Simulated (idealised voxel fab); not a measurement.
Module name: voxel self aligned contacts (process module)
For reference, the cross-section in this document is cut, with width 215 nm and square cells of 5 nm.
Cross-section, as written here: a square-cell grid given band by band from the top down, where a band holds one or more rows of cells.
This entry defines a band. It first specifies the height of the band's top and the height of its bottom in nm, and then specifies the band's materials from left to right, stating each material with its width in nm. The word "throughout" identifies a single material that fills the band from edge to edge, while the word "air" identifies empty space.
Heights are measured from 0, the level below which the as-received wafer is all one material; the lowest band has no bottom and continues downward, written as in "top 0, no bottom".
Width spec "30..40" -> top row of cells at first value, bottom row at second value, equal per-row change in between.
Step marked "no alterations made"? Then no cell in the cross-section changed in it.
If an empty space has no open way to the top and is at least 8 cells in size, "Sealed internal cavities" lists it, written width x height at distance, where distance is measured from the left edge and every value is in nm.
after a step's settings: what the simulator itself notes on the step
If you see "overlay nm" on a step's line and that step has a mask, it's telling you how far right of where it was planned the mask ended up; a negative number means it went left instead.
[List of planned process steps]
1: RECEIVE with material Si
2: CONFORMAL_DEP with material SiO2, thk nm 5
3: DIRECTIONAL_DEP with material polySi, thk nm 20
4: DIRECTIONAL_DEP with material SiN, thk nm 25
5: PATTERN with tone cover, mask id GATE, material resist, width nm 25, pitch nm 60, thk nm 15, overlay nm 0
6: DIRECTIONAL_ETCH with etch materials SiN, depth nm 25
7: DIRECTIONAL_ETCH with etch materials polySi, depth nm 20
8: STRIP with etch materials resist
9: CONFORMAL_DEP with material SiN, thk nm 10
10: DIRECTIONAL_ETCH with etch materials SiN, depth nm 10
11: FILL_DEP with material SiO2, thk nm 15
12: CMP with height nm 60
13: DIRECTIONAL_DEP with material aC, thk nm 15
14: PATTERN with tone open, mask id CONTACT, material resist, width nm 45, pitch nm 60, thk nm 30, overlay nm 0
15: DIRECTIONAL_ETCH with etch materials aC, depth nm 15
16: STRIP with etch materials resist
17: DIRECTIONAL_ETCH with etch materials SiO2, depth nm 60
18: STRIP with etch materials aC
19: CONFORMAL_DEP with material TiN, thk nm 5
20: FILL_DEP with material W, thk nm 5
21: CMP with height nm 60
22: CONFORMAL_DEP with material SiCN, thk nm 5
[Of two wafers, the first: run according to plan]
[As-received state of the wafer in cross-section, equivalent to post-step 1]
> top 0, no bottom  Si throughout
> Sealed internal cavities: none
[Cross-section: wafer state after step 2]
> top 5, bottom 0  SiO2 throughout
> Note: structure below 0 unchanged.
[Cross-section: wafer state after step 3]
> top 25, bottom 5  polySi throughout
> Note: structure below 5 unchanged.
[Cross-section: wafer state after step 4]
> top 50, bottom 25  SiN throughout
> Note: structure below 25 unchanged.
[Cross-section: wafer state after step 5]
> top 65, bottom 50  air=35 / resist=25 / air=35 / resist=25 / air=35 / resist=25 / air=35
> Note: structure below 50 unchanged.
[Cross-section: wafer state after step 6]
> top 65, bottom 50  air=35 / resist=25 / air=35 / resist=25 / air=35 / resist=25 / air=35
> top 50, bottom 25  air=35 / SiN=25 / air=35 / SiN=25 / air=35 / SiN=25 / air=35
> Note: structure below 25 unchanged.
[Cross-section: wafer state after step 7]
> top 65, bottom 50  air=35 / resist=25 / air=35 / resist=25 / air=35 / resist=25 / air=35
> top 50, bottom 25  air=35 / SiN=25 / air=35 / SiN=25 / air=35 / SiN=25 / air=35
> top 25, bottom 5  air=35 / polySi=25 / air=35 / polySi=25 / air=35 / polySi=25 / air=35
> Note: structure below 5 unchanged.
[Cross-section: wafer state after step 8]
> top 50, bottom 25  air=35 / SiN=25 / air=35 / SiN=25 / air=35 / SiN=25 / air=35
> Note: structure below 25 unchanged.
[Cross-section: wafer state after step 9]
> top 60, bottom 25  air=25 / SiN=45 / air=15 / SiN=45 / air=15 / SiN=45 / air=25
> top 25, bottom 15  air=25 / SiN=10 / polySi=25 / SiN=10 / air=15 / SiN=10 / polySi=25 / SiN=10 / air=15 / SiN=10 / polySi=25 / SiN=10 / air=25
> top 15, bottom 5  SiN=35 / polySi=25 / SiN=35 / polySi=25 / SiN=35 / polySi=25 / SiN=35
> Note: structure below 5 unchanged.
[Cross-section: wafer state after step 10]
> top 50, bottom 25  air=25 / SiN=45 / air=15 / SiN=45 / air=15 / SiN=45 / air=25
> top 25, bottom 5  air=25 / SiN=10 / polySi=25 / SiN=10 / air=15 / SiN=10 / polySi=25 / SiN=10 / air=15 / SiN=10 / polySi=25 / SiN=10 / air=25
> Note: structure below 5 unchanged.
[Cross-section: wafer state after step 11]
> top 65, bottom 50  SiO2 throughout
> top 50, bottom 25  SiO2=25 / SiN=45 / SiO2=15 / SiN=45 / SiO2=15 / SiN=45 / SiO2=25
> top 25, bottom 5  SiO2=25 / SiN=10 / polySi=25 / SiN=10 / SiO2=15 / SiN=10 / polySi=25 / SiN=10 / SiO2=15 / SiN=10 / polySi=25 / SiN=10 / SiO2=25
> Note: structure below 5 unchanged.
[Cross-section: wafer state after step 12]
> top 60, bottom 50  SiO2 throughout
> Note: structure below 50 unchanged.
[Cross-section: wafer state after step 13]
> top 75, bottom 60  aC throughout
> Note: structure below 60 unchanged.
[Cross-section: wafer state after step 14]
> top 105, bottom 75  resist=55 / air=45 / resist=15 / air=45 / resist=55
> Note: structure below 75 unchanged.
[Cross-section: wafer state after step 15]
> top 90, bottom 75  resist=55 / air=45 / resist=15 / air=45 / resist=55
> top 75, bottom 60  aC=55 / air=45 / aC=15 / air=45 / aC=55
> Note: structure below 60 unchanged.
[Cross-section: wafer state after step 16]
> top 75, bottom 60  aC=55 / air=45 / aC=15 / air=45 / aC=55
> Note: structure below 60 unchanged.
[Cross-section: wafer state after step 17]
> top 75, bottom 60  aC=55 / air=45 / aC=15 / air=45 / aC=55
> top 60, bottom 50  SiO2=55 / air=45 / SiO2=15 / air=45 / SiO2=55
> top 50, bottom 25  SiO2=25 / SiN=45 / air=15 / SiN=45 / air=15 / SiN=45 / SiO2=25
> top 25, bottom 5  SiO2=25 / SiN=10 / polySi=25 / SiN=10 / air=15 / SiN=10 / polySi=25 / SiN=10 / air=15 / SiN=10 / polySi=25 / SiN=10 / SiO2=25
> top 5, bottom 0  SiO2=70 / air=15 / SiO2=45 / air=15 / SiO2=70
> Note: structure below 0 unchanged.
[Cross-section: wafer state after step 18]
> top 60, bottom 50  SiO2=55 / air=45 / SiO2=15 / air=45 / SiO2=55
> Note: structure below 50 unchanged.
[Cross-section: wafer state after step 19]
> top 65, bottom 60  TiN=60 / air=35 / TiN=25 / air=35 / TiN=60
> top 60, bottom 50  SiO2=55 / TiN=5..20 / air=35..5 / TiN=5..20 / SiO2=15 / TiN=5..20 / air=35..5 / TiN=5..20 / SiO2=55
> top 50, bottom 25  SiO2=25 / SiN=45 / TiN=5 / air=5 / TiN=5 / SiN=45 / TiN=5 / air=5 / TiN=5 / SiN=45 / SiO2=25
> top 25, bottom 5  SiO2=25 / SiN=10 / polySi=25 / SiN=10 / TiN=5 / air=5 / TiN=5 / SiN=10 / polySi=25 / SiN=10 / TiN=5 / air=5 / TiN=5 / SiN=10 / polySi=25 / SiN=10 / SiO2=25
> top 5, bottom 0  SiO2=70 / TiN=15 / SiO2=45 / TiN=15 / SiO2=70
> Note: structure below 0 unchanged.
[Cross-section: wafer state after step 20]
> top 70, bottom 65  W throughout
> top 65, bottom 60  TiN=60 / W=35 / TiN=25 / W=35 / TiN=60
> top 60, bottom 50  SiO2=55 / TiN=5..20 / W=35..5 / TiN=5..20 / SiO2=15 / TiN=5..20 / W=35..5 / TiN=5..20 / SiO2=55
> top 50, bottom 25  SiO2=25 / SiN=45 / TiN=5 / W=5 / TiN=5 / SiN=45 / TiN=5 / W=5 / TiN=5 / SiN=45 / SiO2=25
> top 25, bottom 5  SiO2=25 / SiN=10 / polySi=25 / SiN=10 / TiN=5 / W=5 / TiN=5 / SiN=10 / polySi=25 / SiN=10 / TiN=5 / W=5 / TiN=5 / SiN=10 / polySi=25 / SiN=10 / SiO2=25
> Note: structure below 5 unchanged.
[Cross-section: wafer state after step 21]
> top 60, bottom 50  SiO2=55 / TiN=5..20 / W=35..5 / TiN=5..20 / SiO2=15 / TiN=5..20 / W=35..5 / TiN=5..20 / SiO2=55
> Note: structure below 50 unchanged.
[Cross-section: wafer state after step 22]
> top 65, bottom 60  SiCN throughout
> Note: structure below 60 unchanged.
[The Second Wafer: Common Origin and Plan, One Mistake in Execution, Identical to the First Through Step 3]
[Planned end of step 4: second wafer, cross-section]
> top 75, bottom 25  SiN throughout
> Note: structure below 25 unchanged.
[Planned end of step 5: second wafer, cross-section]
> top 90, bottom 75  air=35 / resist=25 / air=35 / resist=25 / air=35 / resist=25 / air=35
> Note: structure below 75 unchanged.
[Planned end of step 6: second wafer, cross-section]
> top 90, bottom 75  air=35 / resist=25 / air=35 / resist=25 / air=35 / resist=25 / air=35
> top 75, bottom 50  air=35 / SiN=25 / air=35 / SiN=25 / air=35 / SiN=25 / air=35
> Note: structure below 50 unchanged.
Planned end of step 7: second wafer, cross-section: no alterations made
[Planned end of step 8: second wafer, cross-section]
> top 75, bottom 50  air=35 / SiN=25 / air=35 / SiN=25 / air=35 / SiN=25 / air=35
> Note: structure below 50 unchanged.
[Planned end of step 9: second wafer, cross-section]
> top 85, bottom 60  air=25 / SiN=45 / air=15 / SiN=45 / air=15 / SiN=45 / air=25
> top 60, bottom 25  SiN throughout
> Note: structure below 25 unchanged.
[Planned end of step 10: second wafer, cross-section]
> top 75, bottom 50  air=25 / SiN=45 / air=15 / SiN=45 / air=15 / SiN=45 / air=25
> Note: structure below 50 unchanged.
[Planned end of step 11: second wafer, cross-section]
> top 90, bottom 75  SiO2 throughout
> top 75, bottom 50  SiO2=25 / SiN=45 / SiO2=15 / SiN=45 / SiO2=15 / SiN=45 / SiO2=25
> Note: structure below 50 unchanged.
[Planned end of step 12: second wafer, cross-section]
> top 60, bottom 50  SiO2=25 / SiN=45 / SiO2=15 / SiN=45 / SiO2=15 / SiN=45 / SiO2=25
> Note: structure below 50 unchanged.
[Planned end of step 13: second wafer, cross-section]
> top 75, bottom 60  aC throughout
> Note: structure below 60 unchanged.
[Planned end of step 14: second wafer, cross-section]
> top 105, bottom 75  resist=55 / air=45 / resist=15 / air=45 / resist=55
> Note: structure below 75 unchanged.
[Planned end of step 15: second wafer, cross-section]
> top 90, bottom 75  resist=55 / air=45 / resist=15 / air=45 / resist=55
> top 75, bottom 60  aC=55 / air=45 / aC=15 / air=45 / aC=55
> Note: structure below 60 unchanged.
[Planned end of step 16: second wafer, cross-section]
> top 75, bottom 60  aC=55 / air=45 / aC=15 / air=45 / aC=55
> Note: structure below 60 unchanged.
[Planned end of step 17: second wafer, cross-section]
> top 75, bottom 60  aC=55 / air=45 / aC=15 / air=45 / aC=55
> top 60, bottom 50  SiO2=25 / SiN=45 / air=15 / SiN=45 / air=15 / SiN=45 / SiO2=25
> Note: structure below 50 unchanged.
[Planned end of step 18: second wafer, cross-section]
> top 60, bottom 50  SiO2=25 / SiN=45 / air=15 / SiN=45 / air=15 / SiN=45 / SiO2=25
> Note: structure below 50 unchanged.
[Planned end of step 19: second wafer, cross-section]
> top 65, bottom 60  TiN=75 / air=5 / TiN=55 / air=5 / TiN=75
> top 60, bottom 55  SiO2=25 / SiN=45 / TiN=5 / air=5 / TiN=5 / SiN=45 / TiN=5 / air=5 / TiN=5 / SiN=45 / SiO2=25
> top 55, bottom 50  SiO2=25 / SiN=45 / TiN=15 / SiN=45 / TiN=15 / SiN=45 / SiO2=25
> Note: structure below 50 unchanged.
[Planned end of step 20: second wafer, cross-section]
> top 70, bottom 65  W throughout
> top 65, bottom 60  TiN=75 / W=5 / TiN=55 / W=5 / TiN=75
> top 60, bottom 55  SiO2=25 / SiN=45 / TiN=5 / W=5 / TiN=5 / SiN=45 / TiN=5 / W=5 / TiN=5 / SiN=45 / SiO2=25
> Note: structure below 55 unchanged.
[Planned end of step 21: second wafer, cross-section]
> top 60, bottom 55  SiO2=25 / SiN=45 / TiN=5 / W=5 / TiN=5 / SiN=45 / TiN=5 / W=5 / TiN=5 / SiN=45 / SiO2=25
> Note: structure below 55 unchanged.
[Planned end of step 22: second wafer, cross-section]
> top 65, bottom 60  SiCN throughout
> Note: structure below 60 unchanged.
Deviation from plan: step 4 from the plan got run twice
Looking at both finished wafers in cells, the second ends up ahead of or behind the first on some materials: SiN: 86 more, SiO2: 114 fewer, TiN: 52 fewer, W: 32 fewer, polySi: 112 more
